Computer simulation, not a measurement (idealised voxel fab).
process module | voxel self aligned vias
cross-section cut | 225 nm wide | cells 5 nm
A cross-section is a grid of square cells, given in bands from the top down. A band is one or more rows of cells.
Each band's line starts with the height of the band's top and of its bottom, in nm. Then come its materials from left to right, each with its width in nm. One material with "throughout" fills the band from edge to edge. "air" is empty space.
Height 0 is the level under which the wafer as received is all one material. The lowest band goes on downwards, as in "0 down".
A width such as "30 to 40" changes by the same amount from each row of cells to the next, from the band's top row to its bottom row.
"no change" after a step means that no cell of the cross-section changed.
closed voids: empty space of 8 cells or more with no open way to the top, each as width x height at its distance from the left edge, in nm
after a step's settings: what the simulator itself notes on the step
overlay nm, on a step with a mask: how far to the right of its planned place the mask lay; to the left if negative
plan
1 op RECEIVE | material Si
2 op CONFORMAL_DEP | material SiO2 | thk nm 15
3 op CONFORMAL_DEP | material SiCN | thk nm 5
4 op DIRECTIONAL_DEP | material SiO2 | thk nm 20
5 op PATTERN | tone open | mask id LINES | material resist | width nm 20 | pitch nm 50 | thk nm 20 | overlay nm 0
6 op DIRECTIONAL_ETCH | etch materials SiO2 | depth nm 20
7 op STRIP | etch materials resist
8 op CONFORMAL_DEP | material TiN | thk nm 5
9 op FILL_DEP | material Ru | thk nm 5
10 op CMP | height nm 40
11 op SELECTIVE_ETCH | etch materials W Ru TiN | depth nm 5
12 op FILL_DEP | material SiN | thk nm 5
13 op CMP | height nm 40
14 op DIRECTIONAL_DEP | material SiO2 | thk nm 15
15 op DIRECTIONAL_DEP | material aC | thk nm 10
16 op PATTERN | tone open | mask id VIAS | material resist | width nm 30 | pitch nm 50 | thk nm 25 | overlay nm 0
17 op DIRECTIONAL_ETCH | etch materials aC | depth nm 10
18 op STRIP | etch materials resist
19 op DIRECTIONAL_ETCH | etch materials SiO2 | depth nm 15
20 op DIRECTIONAL_ETCH | etch materials SiN | depth nm 5
21 op STRIP | etch materials aC
22 op CONFORMAL_DEP | material TiN | thk nm 5
23 op FILL_DEP | material Ru | thk nm 5
24 op CMP | height nm 55
25 op CONFORMAL_DEP | material SiN | thk nm 5
as received, after step 1
  0 down: Si throughout
  closed voids: none
first wafer at the end, as planned
  60 to 55: SiN throughout
  55 to 45: SiO2 45 | TiN 5 | Ru 20 | TiN 5 | SiO2 20 | TiN 5 | Ru 20 | TiN 5 | SiO2 20 | TiN 5 | Ru 20 | TiN 5 | SiO2 50
  45 to 40: SiO2 45 | TiN 10 | Ru 10 | TiN 10 | SiO2 20 | TiN 10 | Ru 10 | TiN 10 | SiO2 20 | TiN 10 | Ru 10 | TiN 10 | SiO2 50
  40 to 35: SiO2 50 | TiN 20 | SiO2 30 | TiN 20 | SiO2 30 | TiN 20 | SiO2 55
  35 to 25: SiO2 50 | TiN 5 | Ru 10 | TiN 5 | SiO2 30 | TiN 5 | Ru 10 | TiN 5 | SiO2 30 | TiN 5 | Ru 10 | TiN 5 | SiO2 55
  25 to 20: SiO2 50 | TiN 20 | SiO2 30 | TiN 20 | SiO2 30 | TiN 20 | SiO2 55
  20 to 15: SiCN throughout
  15 to 0: SiO2 throughout
  0 down: Si throughout
  closed voids: none
second wafer at the end: like start, like plan, one mistake
  60 to 55: SiN throughout
  55 to 45: SiO2 45 | TiN 5 | aC 20 | TiN 5 | SiO2 20 | TiN 5 | aC 20 | TiN 5 | SiO2 20 | TiN 5 | aC 20 | TiN 5 | SiO2 50
  45 to 40: SiO2 45 | TiN 10 | aC 10 | TiN 10 | SiO2 20 | TiN 10 | aC 10 | TiN 10 | SiO2 20 | TiN 10 | aC 10 | TiN 10 | SiO2 50
  40 to 35: SiO2 50 | TiN 20 | SiO2 30 | TiN 20 | SiO2 30 | TiN 20 | SiO2 55
  35 to 25: SiO2 50 | TiN 5 | Ru 10 | TiN 5 | SiO2 30 | TiN 5 | Ru 10 | TiN 5 | SiO2 30 | TiN 5 | Ru 10 | TiN 5 | SiO2 55
  25 to 20: SiO2 50 | TiN 20 | SiO2 30 | TiN 20 | SiO2 30 | TiN 20 | SiO2 55
  20 to 15: SiCN throughout
  15 to 0: SiO2 throughout
  0 down: Si throughout
  closed voids: none
what went wrong: step 23 ran as: op FILL_DEP | material aC | thk nm 5
at the end the second wafer has, in cells: 30 fewer of Ru | 30 more of aC
